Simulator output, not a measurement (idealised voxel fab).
Process module name: voxel gate over fins
The cross-section on display is named cut; it measures 240 nm wide, and its cells are 5 nm squares.
A cross-section is a grid of square cells, given in bands from the top down. A band is one or more rows of cells.
It is stipulated that each band's entry specify, in nanometres, the height of the top of the band and then that of its bottom, followed by the materials of the band in left-to-right sequence, each together with its width in nanometres. A single material marked by the word "throughout" is understood to fill the band from edge to edge; the word "empty" is understood to denote empty space.
For the purposes of this specification, 0 denotes the height below which the wafer in its as-received condition is composed wholly of one material, and the lowermost band, lacking a lower limit, extends downward without end, as expressed in "0 -> down".
Width "30->40": first value at the band's top row of cells, second value at its bottom row, equal change from row to row.
"remained unchanged" after a step means that no cell of the cross-section changed.
In the "Enclosed cavities" entry, you get each enclosed empty space of 8 cells or more, one with no open way to the top, written width x height at distance, distance from the left edge, in nm.
If you see something after the settings on a step's line, that's the simulator's own remark about that step.
overlay nm, on a step with a mask: how far to the right of its planned place the mask lay; to the left if negative
If you're wondering how to read the rest of this, here's the deal. It's pairs of cross-sections: one from before a process step, one from after it. The after one is only drawn as far down as the lowest band that changed. Right under each pair you'll see which step sits between them and what its settings were. Don't read the pairs as one continuous story, though. They can come from different runs of this module on the same starting wafer, and a pair only carries on from the one above it where its entry headed "Incoming profile" says so.

INCOMING PROFILE
> 0 -> down | Si throughout
> Enclosed cavities: none

RESULTING CROSS-SECTION
> 5 -> 0 | SiN throughout
> Beneath the level 0, the cross-section is identical to its previous state.
> Enclosed cavities: none
The process step separating the two cross-sections depicted above is as follows: CONFORMAL_DEP: material SiN, thk nm 5

Incoming profile: we pick up right where the pair above leaves off, with its after cross-section.

RESULTING CROSS-SECTION
> 20 -> 5 | 85 of empty / 15 of resist / 35 of empty / 15 of resist / 90 of empty
> Beneath the level 5, the cross-section is identical to its previous state.
> Enclosed cavities: none
The process step separating the two cross-sections depicted above is as follows: PATTERN: tone cover, mask id FINS, material resist, width nm 15, pitch nm 50, thk nm 15, overlay nm 0

Incoming profile: we pick up right where the pair above leaves off, with its after cross-section.

RESULTING CROSS-SECTION
> 20 -> 5 | 85 of empty / 15 of resist / 35 of empty / 15 of resist / 90 of empty
> 5 -> 0 | 85 of empty / 15 of SiN / 35 of empty / 15 of SiN / 90 of empty
> Beneath the level 0, the cross-section is identical to its previous state.
> Enclosed cavities: none
The process step separating the two cross-sections depicted above is as follows: DIRECTIONAL_ETCH: etch materials SiN, depth nm 5

Incoming profile: we pick up right where the pair above leaves off, with its after cross-section.

RESULTING CROSS-SECTION
> 20 -> 5 | 85 of empty / 15 of resist / 35 of empty / 15 of resist / 90 of empty
> 5 -> 0 | 85 of empty / 15 of SiN / 35 of empty / 15 of SiN / 90 of empty
> 0 -> -30 | 85 of empty / 15 of Si / 35 of empty / 15 of Si / 90 of empty
> Beneath the level -30, the cross-section is identical to its previous state.
> Enclosed cavities: none
The process step separating the two cross-sections depicted above is as follows: DIRECTIONAL_ETCH: etch materials Si, depth nm 30

Incoming profile: we pick up right where the pair above leaves off, with its after cross-section.

RESULTING CROSS-SECTION
> 5 -> 0 | 85 of empty / 15 of SiN / 35 of empty / 15 of SiN / 90 of empty
> Beneath the level 0, the cross-section is identical to its previous state.
> Enclosed cavities: none
The process step separating the two cross-sections depicted above is as follows: STRIP: etch materials resist

Incoming profile: we pick up right where the pair above leaves off, with its after cross-section.

RESULTING CROSS-SECTION
> 5 -> 0 | 85 of empty / 15 of SiN / 35 of empty / 15 of SiN / 90 of empty
> 0 -> -30 | 85 of empty / 5 of SiO2 / 5 of Si / 5 of SiO2 / 35 of empty / 5 of SiO2 / 5 of Si / 5 of SiO2 / 90 of empty
> -30 -> -35 | 90 of SiO2 / 5 of Si / 45 of SiO2 / 5 of Si / 95 of SiO2
> Beneath the level -35, the cross-section is identical to its previous state.
> Enclosed cavities: none
The process step separating the two cross-sections depicted above is as follows: OXIDIZE: depth nm 5

Incoming profile: we pick up right where the pair above leaves off, with its after cross-section.

RESULTING CROSS-SECTION
> 10 -> 5 | SiO2 throughout
> 5 -> 0 | 85 of SiO2 / 15 of SiN / 35 of SiO2 / 15 of SiN / 90 of SiO2
> 0 -> -35 | 90 of SiO2 / 5 of Si / 45 of SiO2 / 5 of Si / 95 of SiO2
> Beneath the level -35, the cross-section is identical to its previous state.
> Enclosed cavities: none
The process step separating the two cross-sections depicted above is as follows: FILL_DEP: material SiO2, thk nm 5

Incoming profile: we pick up right where the pair above leaves off, with its after cross-section.

RESULTING CROSS-SECTION
> 5 -> 0 | 85 of SiO2 / 15 of SiN / 35 of SiO2 / 15 of SiN / 90 of SiO2
> Beneath the level 0, the cross-section is identical to its previous state.
> Enclosed cavities: none
The process step separating the two cross-sections depicted above is as follows: CMP: height nm 5

Incoming profile: we pick up right where the pair above leaves off, with its after cross-section.

RESULTING CROSS-SECTION
> 5 -> 0 | 85 of SiO2 / 15 of SiN / 10 of SiO2 / 15 of empty / 10 of SiO2 / 15 of SiN / 90 of SiO2
> 0 -> -25 | 90 of SiO2 / 5 of Si / 15 of SiO2 / 15 of empty / 15 of SiO2 / 5 of Si / 95 of SiO2
> Beneath the level -25, the cross-section is identical to its previous state.
> Enclosed cavities: none
The process step separating the two cross-sections depicted above is as follows: MASKED_ETCH: tone open, mask id RAIL, width nm 15, etch materials SiO2, depth nm 30, overlay nm 0

Incoming profile: we pick up right where the pair above leaves off, with its after cross-section.

RESULTING CROSS-SECTION
> 10 -> 5 | 115 of TiN / 5 of empty / 120 of TiN
> 5 -> 0 | 85 of SiO2 / 15 of SiN / 10 of SiO2 / 5 of TiN / 5 of empty / 5 of TiN / 10 of SiO2 / 15 of SiN / 90 of SiO2
> 0 -> -20 | 90 of SiO2 / 5 of Si / 15 of SiO2 / 5 of TiN / 5 of empty / 5 of TiN / 15 of SiO2 / 5 of Si / 95 of SiO2
> -20 -> -25 | 90 of SiO2 / 5 of Si / 15 of SiO2 / 15 of TiN / 15 of SiO2 / 5 of Si / 95 of SiO2
> Beneath the level -25, the cross-section is identical to its previous state.
> Enclosed cavities: none
The process step separating the two cross-sections depicted above is as follows: CONFORMAL_DEP: material TiN, thk nm 5

Incoming profile: we pick up right where the pair above leaves off, with its after cross-section.

RESULTING CROSS-SECTION
> 20 -> 10 | W throughout
> 10 -> 5 | 115 of TiN / 5 of W / 120 of TiN
> 5 -> 0 | 85 of SiO2 / 15 of SiN / 10 of SiO2 / 5 of TiN / 5 of W / 5 of TiN / 10 of SiO2 / 15 of SiN / 90 of SiO2
> 0 -> -20 | 90 of SiO2 / 5 of Si / 15 of SiO2 / 5 of TiN / 5 of W / 5 of TiN / 15 of SiO2 / 5 of Si / 95 of SiO2
> Beneath the level -20, the cross-section is identical to its previous state.
> Enclosed cavities: none
The process step separating the two cross-sections depicted above is as follows: FILL_DEP: material W, thk nm 10

Incoming profile: we pick up right where the pair above leaves off, with its after cross-section.

RESULTING CROSS-SECTION
> 5 -> 0 | 85 of SiO2 / 15 of SiN / 10 of SiO2 / 5 of TiN / 5 of W / 5 of TiN / 10 of SiO2 / 15 of SiN / 90 of SiO2
> Beneath the level 0, the cross-section is identical to its previous state.
> Enclosed cavities: none
The process step separating the two cross-sections depicted above is as follows: CMP: height nm 5

Incoming profile: we pick up right where the pair above leaves off, with its after cross-section.

RESULTING CROSS-SECTION
> 5 -> 0 | 85 of SiO2 / 15 of SiN / 10 of SiO2 / 15 of empty / 10 of SiO2 / 15 of SiN / 90 of SiO2
> 0 -> -15 | 90 of SiO2 / 5 of Si / 15 of SiO2 / 15 of empty / 15 of SiO2 / 5 of Si / 95 of SiO2
> Beneath the level -15, the cross-section is identical to its previous state.
> Enclosed cavities: none
The process step separating the two cross-sections depicted above is as follows: SELECTIVE_ETCH: etch materials W Ru TiN, depth nm 20

Incoming profile: we pick up right where the pair above leaves off, with its after cross-section.

RESULTING CROSS-SECTION
> 10 -> 5 | SiO2 throughout
> 5 -> 0 | 85 of SiO2 / 15 of SiN / 35 of SiO2 / 15 of SiN / 90 of SiO2
> 0 -> -15 | 90 of SiO2 / 5 of Si / 45 of SiO2 / 5 of Si / 95 of SiO2
> Beneath the level -15, the cross-section is identical to its previous state.
> Enclosed cavities: none
The process step separating the two cross-sections depicted above is as follows: FILL_DEP: material SiO2, thk nm 5

Incoming profile: we pick up right where the pair above leaves off, with its after cross-section.

RESULTING CROSS-SECTION
> 5 -> 0 | 85 of SiO2 / 15 of SiN / 35 of SiO2 / 15 of SiN / 90 of SiO2
> Beneath the level 0, the cross-section is identical to its previous state.
> Enclosed cavities: none
The process step separating the two cross-sections depicted above is as follows: CMP: height nm 5

Incoming profile: we pick up right where the pair above leaves off, with its after cross-section.

RESULTING CROSS-SECTION
> 5 -> 0 | 85 of empty / 15 of SiN / 35 of empty / 15 of SiN / 90 of empty
> 0 -> -10 | 90 of empty / 5 of Si / 45 of empty / 5 of Si / 95 of empty
> Beneath the level -10, the cross-section is identical to its previous state.
> Enclosed cavities: none
The process step separating the two cross-sections depicted above is as follows: SELECTIVE_ETCH: etch materials SiO2, depth nm 15

Incoming profile: we pick up right where the pair above leaves off, with its after cross-section.

RESULTING CROSS-SECTION
> 0 -> -10 | 90 of empty / 5 of Si / 45 of empty / 5 of Si / 95 of empty
> Beneath the level -10, the cross-section is identical to its previous state.
> Enclosed cavities: none
The process step separating the two cross-sections depicted above is as follows: STRIP: etch materials SiN

Incoming profile: we pick up right where the pair above leaves off, with its after cross-section.

RESULTING CROSS-SECTION
> 5 -> 0 | 85 of empty / 15 of HfO2 / 35 of empty / 15 of HfO2 / 90 of empty
> 0 -> -5 | 85 of empty / 5 of HfO2 / 5 of Si / 5 of HfO2 / 35 of empty / 5 of HfO2 / 5 of Si / 5 of HfO2 / 90 of empty
> -5 -> -10 | 90 of HfO2 / 5 of Si / 45 of HfO2 / 5 of Si / 95 of HfO2
> Beneath the level -10, the cross-section is identical to its previous state.
> Enclosed cavities: none
The process step separating the two cross-sections depicted above is as follows: CONFORMAL_DEP: material HfO2, thk nm 5

Incoming profile: we pick up right where the pair above leaves off, with its after cross-section.

RESULTING CROSS-SECTION
> 10 -> 5 | 80 of empty / 25 of TiN / 25 of empty / 25 of TiN / 85 of empty
> 5 -> 0 | 80 of empty / 5 of TiN / 15 of HfO2 / 5 of TiN / 25 of empty / 5 of TiN / 15 of HfO2 / 5 of TiN / 85 of empty
> 0 -> -5 | 85 of TiN / 5 of HfO2 / 5 of Si / 5 of HfO2 / 35 of TiN / 5 of HfO2 / 5 of Si / 5 of HfO2 / 90 of TiN
> Beneath the level -5, the cross-section is identical to its previous state.
> Enclosed cavities: none
The process step separating the two cross-sections depicted above is as follows: CONFORMAL_DEP: material TiN, thk nm 5

Incoming profile: we pick up right where the pair above leaves off, with its after cross-section.

RESULTING CROSS-SECTION
> 25 -> 10 | W throughout
> 10 -> 5 | 80 of W / 25 of TiN / 25 of W / 25 of TiN / 85 of W
> 5 -> 0 | 80 of W / 5 of TiN / 15 of HfO2 / 5 of TiN / 25 of W / 5 of TiN / 15 of HfO2 / 5 of TiN / 85 of W
> Beneath the level 0, the cross-section is identical to its previous state.
> Enclosed cavities: none
The process step separating the two cross-sections depicted above is as follows: FILL_DEP: material W, thk nm 15

Incoming profile: we pick up right where the pair above leaves off, with its after cross-section.

RESULTING CROSS-SECTION
> 20 -> 10 | W throughout
> Beneath the level 10, the cross-section is identical to its previous state.
> Enclosed cavities: none
The process step separating the two cross-sections depicted above is as follows: CMP: height nm 20

Incoming profile: we pick up right where the pair above leaves off, with its after cross-section.

RESULTING CROSS-SECTION
> 25 -> 20 | SiN throughout
> Beneath the level 20, the cross-section is identical to its previous state.
> Enclosed cavities: none
The process step separating the two cross-sections depicted above is as follows: CONFORMAL_DEP: material SiN, thk nm 5

INCOMING PROFILE
> 20 -> 10 | W throughout
> 10 -> 5 | 115 of TiN / 5 of W / 120 of TiN
> 5 -> 0 | 85 of SiO2 / 15 of SiN / 10 of SiO2 / 5 of TiN / 5 of W / 5 of TiN / 10 of SiO2 / 15 of SiN / 90 of SiO2
> 0 -> -20 | 90 of SiO2 / 5 of Si / 15 of SiO2 / 5 of TiN / 5 of W / 5 of TiN / 15 of SiO2 / 5 of Si / 95 of SiO2
> -20 -> -25 | 90 of SiO2 / 5 of Si / 15 of SiO2 / 15 of TiN / 15 of SiO2 / 5 of Si / 95 of SiO2
> -25 -> -35 | 90 of SiO2 / 5 of Si / 45 of SiO2 / 5 of Si / 95 of SiO2
> -35 -> down | Si throughout
> Enclosed cavities: none

RESULTING CROSS-SECTION
> 5 -> 0 | 85 of SiO2 / 15 of SiN / 10 of SiO2 / 15 of empty / 10 of SiO2 / 15 of SiN / 90 of SiO2
> Beneath the level 0, the cross-section is identical to its previous state.
> Enclosed cavities: none
The process step separating the two cross-sections depicted above is as follows: SELECTIVE_ETCH: etch materials W Ru TiN, depth nm 20

Incoming profile: we pick up right where the pair above leaves off, with its after cross-section.

RESULTING CROSS-SECTION
> 10 -> 5 | SiO2 throughout
> 5 -> 0 | 85 of SiO2 / 15 of SiN / 35 of SiO2 / 15 of SiN / 90 of SiO2
> Beneath the level 0, the cross-section is identical to its previous state.
> Enclosed cavities: none
The process step separating the two cross-sections depicted above is as follows: FILL_DEP: material SiO2, thk nm 5

Incoming profile: we pick up right where the pair above leaves off, with its after cross-section.

RESULTING CROSS-SECTION
> 5 -> 0 | 85 of SiO2 / 15 of SiN / 35 of SiO2 / 15 of SiN / 90 of SiO2
> Beneath the level 0, the cross-section is identical to its previous state.
> Enclosed cavities: none
The process step separating the two cross-sections depicted above is as follows: CMP: height nm 5

Incoming profile: we pick up right where the pair above leaves off, with its after cross-section.

RESULTING CROSS-SECTION
> 5 -> 0 | 85 of empty / 15 of SiN / 35 of empty / 15 of SiN / 90 of empty
> 0 -> -10 | 90 of empty / 5 of Si / 15 of empty / 5 of TiN / 5 of W / 5 of TiN / 15 of empty / 5 of Si / 95 of empty
> Beneath the level -10, the cross-section is identical to its previous state.
> Enclosed cavities: none
The process step separating the two cross-sections depicted above is as follows: SELECTIVE_ETCH: etch materials SiO2, depth nm 15

Incoming profile: we pick up right where the pair above leaves off, with its after cross-section.

RESULTING CROSS-SECTION
> 0 -> -10 | 90 of empty / 5 of Si / 15 of empty / 5 of TiN / 5 of W / 5 of TiN / 15 of empty / 5 of Si / 95 of empty
> Beneath the level -10, the cross-section is identical to its previous state.
> Enclosed cavities: none
The process step separating the two cross-sections depicted above is as follows: STRIP: etch materials SiN

Incoming profile: we pick up right where the pair above leaves off, with its after cross-section.

RESULTING CROSS-SECTION
> 5 -> 0 | 85 of empty / 15 of HfO2 / 5 of empty / 25 of HfO2 / 5 of empty / 15 of HfO2 / 90 of empty
> 0 -> -5 | 85 of empty / 5 of HfO2 / 5 of Si / 5 of HfO2 / 5 of empty / 5 of HfO2 / 5 of TiN / 5 of W / 5 of TiN / 5 of HfO2 / 5 of empty / 5 of HfO2 / 5 of Si / 5 of HfO2 / 90 of empty
> -5 -> -10 | 90 of HfO2 / 5 of Si / 15 of HfO2 / 5 of TiN / 5 of W / 5 of TiN / 15 of HfO2 / 5 of Si / 95 of HfO2
> Beneath the level -10, the cross-section is identical to its previous state.
> Enclosed cavities: none
The process step separating the two cross-sections depicted above is as follows: CONFORMAL_DEP: material HfO2, thk nm 5

Incoming profile: we pick up right where the pair above leaves off, with its after cross-section.

RESULTING CROSS-SECTION
> 10 -> 5 | 80 of empty / 75 of TiN / 85 of empty
> 5 -> 0 | 80 of empty / 5 of TiN / 15 of HfO2 / 5 of TiN / 25 of HfO2 / 5 of TiN / 15 of HfO2 / 5 of TiN / 85 of empty
> 0 -> -5 | 85 of TiN / 5 of HfO2 / 5 of Si / 5 of HfO2 / 5 of TiN / 5 of HfO2 / 5 of TiN / 5 of W / 5 of TiN / 5 of HfO2 / 5 of TiN / 5 of HfO2 / 5 of Si / 5 of HfO2 / 90 of TiN
> Beneath the level -5, the cross-section is identical to its previous state.
> Enclosed cavities: none
The process step separating the two cross-sections depicted above is as follows: CONFORMAL_DEP: material TiN, thk nm 5

Incoming profile: we pick up right where the pair above leaves off, with its after cross-section.

RESULTING CROSS-SECTION
> 25 -> 10 | W throughout
> 10 -> 5 | 80 of W / 75 of TiN / 85 of W
> 5 -> 0 | 80 of W / 5 of TiN / 15 of HfO2 / 5 of TiN / 25 of HfO2 / 5 of TiN / 15 of HfO2 / 5 of TiN / 85 of W
> Beneath the level 0, the cross-section is identical to its previous state.
> Enclosed cavities: none
The process step separating the two cross-sections depicted above is as follows: FILL_DEP: material W, thk nm 15

Incoming profile: we pick up right where the pair above leaves off, with its after cross-section.

RESULTING CROSS-SECTION
> 20 -> 10 | W throughout
> Beneath the level 10, the cross-section is identical to its previous state.
> Enclosed cavities: none
The process step separating the two cross-sections depicted above is as follows: CMP: height nm 20

Incoming profile: we pick up right where the pair above leaves off, with its after cross-section.

RESULTING CROSS-SECTION
> 25 -> 20 | SiN throughout
> Beneath the level 20, the cross-section is identical to its previous state.
> Enclosed cavities: none
The process step separating the two cross-sections depicted above is as follows: CONFORMAL_DEP: material SiN, thk nm 5

INCOMING PROFILE
> 20 -> 5 | 85 of empty / 15 of resist / 35 of empty / 15 of resist / 90 of empty
> 5 -> 0 | 85 of empty / 15 of SiN / 35 of empty / 15 of SiN / 90 of empty
> 0 -> -30 | 85 of empty / 15 of Si / 35 of empty / 15 of Si / 90 of empty
> -30 -> down | Si throughout
> Enclosed cavities: none

RESULTING CROSS-SECTION
> 20 -> 5 | 85 of empty / 15 of resist / 35 of empty / 15 of resist / 90 of empty
> 5 -> 0 | 85 of empty / 15 of SiN / 35 of empty / 15 of SiN / 90 of empty
> 0 -> -60 | 85 of empty / 15 of Si / 35 of empty / 15 of Si / 90 of empty
> Beneath the level -60, the cross-section is identical to its previous state.
> Enclosed cavities: none
The process step separating the two cross-sections depicted above is as follows: DIRECTIONAL_ETCH: etch materials Si, depth nm 30

Incoming profile: we pick up right where the pair above leaves off, with its after cross-section.

RESULTING CROSS-SECTION
> 5 -> 0 | 85 of empty / 15 of SiN / 35 of empty / 15 of SiN / 90 of empty
> Beneath the level 0, the cross-section is identical to its previous state.
> Enclosed cavities: none
The process step separating the two cross-sections depicted above is as follows: STRIP: etch materials resist

Incoming profile: we pick up right where the pair above leaves off, with its after cross-section.

RESULTING CROSS-SECTION
> 5 -> 0 | 85 of empty / 15 of SiN / 35 of empty / 15 of SiN / 90 of empty
> 0 -> -60 | 85 of empty / 5 of SiO2 / 5 of Si / 5 of SiO2 / 35 of empty / 5 of SiO2 / 5 of Si / 5 of SiO2 / 90 of empty
> -60 -> -65 | 90 of SiO2 / 5 of Si / 45 of SiO2 / 5 of Si / 95 of SiO2
> Beneath the level -65, the cross-section is identical to its previous state.
> Enclosed cavities: none
The process step separating the two cross-sections depicted above is as follows: OXIDIZE: depth nm 5

Incoming profile: we pick up right where the pair above leaves off, with its after cross-section.

RESULTING CROSS-SECTION
> 10 -> 5 | SiO2 throughout
> 5 -> 0 | 85 of SiO2 / 15 of SiN / 35 of SiO2 / 15 of SiN / 90 of SiO2
> 0 -> -65 | 90 of SiO2 / 5 of Si / 45 of SiO2 / 5 of Si / 95 of SiO2
> Beneath the level -65, the cross-section is identical to its previous state.
> Enclosed cavities: none
The process step separating the two cross-sections depicted above is as follows: FILL_DEP: material SiO2, thk nm 5

Incoming profile: we pick up right where the pair above leaves off, with its after cross-section.

RESULTING CROSS-SECTION
> 5 -> 0 | 85 of SiO2 / 15 of SiN / 35 of SiO2 / 15 of SiN / 90 of SiO2
> Beneath the level 0, the cross-section is identical to its previous state.
> Enclosed cavities: none
The process step separating the two cross-sections depicted above is as follows: CMP: height nm 5

Incoming profile: we pick up right where the pair above leaves off, with its after cross-section.

RESULTING CROSS-SECTION
> 5 -> 0 | 85 of SiO2 / 15 of SiN / 10 of SiO2 / 15 of empty / 10 of SiO2 / 15 of SiN / 90 of SiO2
> 0 -> -25 | 90 of SiO2 / 5 of Si / 15 of SiO2 / 15 of empty / 15 of SiO2 / 5 of Si / 95 of SiO2
> Beneath the level -25, the cross-section is identical to its previous state.
> Enclosed cavities: none
The process step separating the two cross-sections depicted above is as follows: MASKED_ETCH: tone open, mask id RAIL, width nm 15, etch materials SiO2, depth nm 30, overlay nm 0

Incoming profile: we pick up right where the pair above leaves off, with its after cross-section.

RESULTING CROSS-SECTION
> 10 -> 5 | 115 of TiN / 5 of empty / 120 of TiN
> 5 -> 0 | 85 of SiO2 / 15 of SiN / 10 of SiO2 / 5 of TiN / 5 of empty / 5 of TiN / 10 of SiO2 / 15 of SiN / 90 of SiO2
> 0 -> -20 | 90 of SiO2 / 5 of Si / 15 of SiO2 / 5 of TiN / 5 of empty / 5 of TiN / 15 of SiO2 / 5 of Si / 95 of SiO2
> -20 -> -25 | 90 of SiO2 / 5 of Si / 15 of SiO2 / 15 of TiN / 15 of SiO2 / 5 of Si / 95 of SiO2
> Beneath the level -25, the cross-section is identical to its previous state.
> Enclosed cavities: none
The process step separating the two cross-sections depicted above is as follows: CONFORMAL_DEP: material TiN, thk nm 5

Incoming profile: we pick up right where the pair above leaves off, with its after cross-section.

RESULTING CROSS-SECTION
> 20 -> 10 | W throughout
> 10 -> 5 | 115 of TiN / 5 of W / 120 of TiN
> 5 -> 0 | 85 of SiO2 / 15 of SiN / 10 of SiO2 / 5 of TiN / 5 of W / 5 of TiN / 10 of SiO2 / 15 of SiN / 90 of SiO2
> 0 -> -20 | 90 of SiO2 / 5 of Si / 15 of SiO2 / 5 of TiN / 5 of W / 5 of TiN / 15 of SiO2 / 5 of Si / 95 of SiO2
> Beneath the level -20, the cross-section is identical to its previous state.
> Enclosed cavities: none
The process step separating the two cross-sections depicted above is as follows: FILL_DEP: material W, thk nm 10

Incoming profile: we pick up right where the pair above leaves off, with its after cross-section.

RESULTING CROSS-SECTION
> 5 -> 0 | 85 of SiO2 / 15 of SiN / 10 of SiO2 / 5 of TiN / 5 of W / 5 of TiN / 10 of SiO2 / 15 of SiN / 90 of SiO2
> Beneath the level 0, the cross-section is identical to its previous state.
> Enclosed cavities: none
The process step separating the two cross-sections depicted above is as follows: CMP: height nm 5

Incoming profile: we pick up right where the pair above leaves off, with its after cross-section.

RESULTING CROSS-SECTION
> 5 -> 0 | 85 of SiO2 / 15 of SiN / 10 of SiO2 / 15 of empty / 10 of SiO2 / 15 of SiN / 90 of SiO2
> 0 -> -15 | 90 of SiO2 / 5 of Si / 15 of SiO2 / 15 of empty / 15 of SiO2 / 5 of Si / 95 of SiO2
> Beneath the level -15, the cross-section is identical to its previous state.
> Enclosed cavities: none
The process step separating the two cross-sections depicted above is as follows: SELECTIVE_ETCH: etch materials W Ru TiN, depth nm 20

Incoming profile: we pick up right where the pair above leaves off, with its after cross-section.

RESULTING CROSS-SECTION
> 10 -> 5 | SiO2 throughout
> 5 -> 0 | 85 of SiO2 / 15 of SiN / 35 of SiO2 / 15 of SiN / 90 of SiO2
> 0 -> -15 | 90 of SiO2 / 5 of Si / 45 of SiO2 / 5 of Si / 95 of SiO2
> Beneath the level -15, the cross-section is identical to its previous state.
> Enclosed cavities: none
The process step separating the two cross-sections depicted above is as follows: FILL_DEP: material SiO2, thk nm 5

Incoming profile: we pick up right where the pair above leaves off, with its after cross-section.

RESULTING CROSS-SECTION
> 5 -> 0 | 85 of SiO2 / 15 of SiN / 35 of SiO2 / 15 of SiN / 90 of SiO2
> Beneath the level 0, the cross-section is identical to its previous state.
> Enclosed cavities: none
The process step separating the two cross-sections depicted above is as follows: CMP: height nm 5

Incoming profile: we pick up right where the pair above leaves off, with its after cross-section.

RESULTING CROSS-SECTION
> 5 -> 0 | 85 of empty / 15 of SiN / 35 of empty / 15 of SiN / 90 of empty
> 0 -> -10 | 90 of empty / 5 of Si / 45 of empty / 5 of Si / 95 of empty
> Beneath the level -10, the cross-section is identical to its previous state.
> Enclosed cavities: none
The process step separating the two cross-sections depicted above is as follows: SELECTIVE_ETCH: etch materials SiO2, depth nm 15

Incoming profile: we pick up right where the pair above leaves off, with its after cross-section.

RESULTING CROSS-SECTION
> 0 -> -10 | 90 of empty / 5 of Si / 45 of empty / 5 of Si / 95 of empty
> Beneath the level -10, the cross-section is identical to its previous state.
> Enclosed cavities: none
The process step separating the two cross-sections depicted above is as follows: STRIP: etch materials SiN

Incoming profile: we pick up right where the pair above leaves off, with its after cross-section.

RESULTING CROSS-SECTION
> 5 -> 0 | 85 of empty / 15 of HfO2 / 35 of empty / 15 of HfO2 / 90 of empty
> 0 -> -5 | 85 of empty / 5 of HfO2 / 5 of Si / 5 of HfO2 / 35 of empty / 5 of HfO2 / 5 of Si / 5 of HfO2 / 90 of empty
> -5 -> -10 | 90 of HfO2 / 5 of Si / 45 of HfO2 / 5 of Si / 95 of HfO2
> Beneath the level -10, the cross-section is identical to its previous state.
> Enclosed cavities: none
The process step separating the two cross-sections depicted above is as follows: CONFORMAL_DEP: material HfO2, thk nm 5

Incoming profile: we pick up right where the pair above leaves off, with its after cross-section.

RESULTING CROSS-SECTION
> 10 -> 5 | 80 of empty / 25 of TiN / 25 of empty / 25 of TiN / 85 of empty
> 5 -> 0 | 80 of empty / 5 of TiN / 15 of HfO2 / 5 of TiN / 25 of empty / 5 of TiN / 15 of HfO2 / 5 of TiN / 85 of empty
> 0 -> -5 | 85 of TiN / 5 of HfO2 / 5 of Si / 5 of HfO2 / 35 of TiN / 5 of HfO2 / 5 of Si / 5 of HfO2 / 90 of TiN
> Beneath the level -5, the cross-section is identical to its previous state.
> Enclosed cavities: none
The process step separating the two cross-sections depicted above is as follows: CONFORMAL_DEP: material TiN, thk nm 5

Incoming profile: we pick up right where the pair above leaves off, with its after cross-section.

RESULTING CROSS-SECTION
> 25 -> 10 | W throughout
> 10 -> 5 | 80 of W / 25 of TiN / 25 of W / 25 of TiN / 85 of W
> 5 -> 0 | 80 of W / 5 of TiN / 15 of HfO2 / 5 of TiN / 25 of W / 5 of TiN / 15 of HfO2 / 5 of TiN / 85 of W
> Beneath the level 0, the cross-section is identical to its previous state.
> Enclosed cavities: none
The process step separating the two cross-sections depicted above is as follows: FILL_DEP: material W, thk nm 15

Incoming profile: we pick up right where the pair above leaves off, with its after cross-section.

RESULTING CROSS-SECTION
> 20 -> 10 | W throughout
> Beneath the level 10, the cross-section is identical to its previous state.
> Enclosed cavities: none
The process step separating the two cross-sections depicted above is as follows: CMP: height nm 20

Incoming profile: we pick up right where the pair above leaves off, with its after cross-section.

RESULTING CROSS-SECTION
> 25 -> 20 | SiN throughout
> Beneath the level 20, the cross-section is identical to its previous state.
> Enclosed cavities: none
The process step separating the two cross-sections depicted above is as follows: CONFORMAL_DEP: material SiN, thk nm 5

INCOMING PROFILE
> 0 -> -10 | 90 of empty / 5 of Si / 45 of empty / 5 of Si / 95 of empty
> -10 -> -15 | 90 of SiO2 / 5 of Si / 45 of SiO2 / 5 of Si / 95 of SiO2
> -15 -> -20 | 90 of SiO2 / 5 of Si / 15 of SiO2 / 5 of TiN / 5 of W / 5 of TiN / 15 of SiO2 / 5 of Si / 95 of SiO2
> -20 -> -25 | 90 of SiO2 / 5 of Si / 15 of SiO2 / 15 of TiN / 15 of SiO2 / 5 of Si / 95 of SiO2
> -25 -> -35 | 90 of SiO2 / 5 of Si / 45 of SiO2 / 5 of Si / 95 of SiO2
> -35 -> down | Si throughout
> Enclosed cavities: none

RESULTING CROSS-SECTION
> 5 -> 0 | 85 of empty / 15 of TiN / 35 of empty / 15 of TiN / 90 of empty
> 0 -> -5 | 85 of empty / 5 of TiN / 5 of Si / 5 of TiN / 35 of empty / 5 of TiN / 5 of Si / 5 of TiN / 90 of empty
> -5 -> -10 | 90 of TiN / 5 of Si / 45 of TiN / 5 of Si / 95 of TiN
> Beneath the level -10, the cross-section is identical to its previous state.
> Enclosed cavities: none
The process step separating the two cross-sections depicted above is as follows: CONFORMAL_DEP: material TiN, thk nm 5

Incoming profile: we pick up right where the pair above leaves off, with its after cross-section.

RESULTING CROSS-SECTION
> 10 -> 5 | 80 of empty / 25 of HfO2 / 25 of empty / 25 of HfO2 / 85 of empty
> 5 -> 0 | 80 of empty / 5 of HfO2 / 15 of TiN / 5 of HfO2 / 25 of empty / 5 of HfO2 / 15 of TiN / 5 of HfO2 / 85 of empty
> 0 -> -5 | 85 of HfO2 / 5 of TiN / 5 of Si / 5 of TiN / 35 of HfO2 / 5 of TiN / 5 of Si / 5 of TiN / 90 of HfO2
> Beneath the level -5, the cross-section is identical to its previous state.
> Enclosed cavities: none
The process step separating the two cross-sections depicted above is as follows: CONFORMAL_DEP: material HfO2, thk nm 5

Incoming profile: we pick up right where the pair above leaves off, with its after cross-section.

RESULTING CROSS-SECTION
> 25 -> 10 | W throughout
> 10 -> 5 | 80 of W / 25 of HfO2 / 25 of W / 25 of HfO2 / 85 of W
> 5 -> 0 | 80 of W / 5 of HfO2 / 15 of TiN / 5 of HfO2 / 25 of W / 5 of HfO2 / 15 of TiN / 5 of HfO2 / 85 of W
> Beneath the level 0, the cross-section is identical to its previous state.
> Enclosed cavities: none
The process step separating the two cross-sections depicted above is as follows: FILL_DEP: material W, thk nm 15

Incoming profile: we pick up right where the pair above leaves off, with its after cross-section.

RESULTING CROSS-SECTION
> 20 -> 10 | W throughout
> Beneath the level 10, the cross-section is identical to its previous state.
> Enclosed cavities: none
The process step separating the two cross-sections depicted above is as follows: CMP: height nm 20

Incoming profile: we pick up right where the pair above leaves off, with its after cross-section.

RESULTING CROSS-SECTION
> 25 -> 20 | SiN throughout
> Beneath the level 20, the cross-section is identical to its previous state.
> Enclosed cavities: none
The process step separating the two cross-sections depicted above is as follows: CONFORMAL_DEP: material SiN, thk nm 5
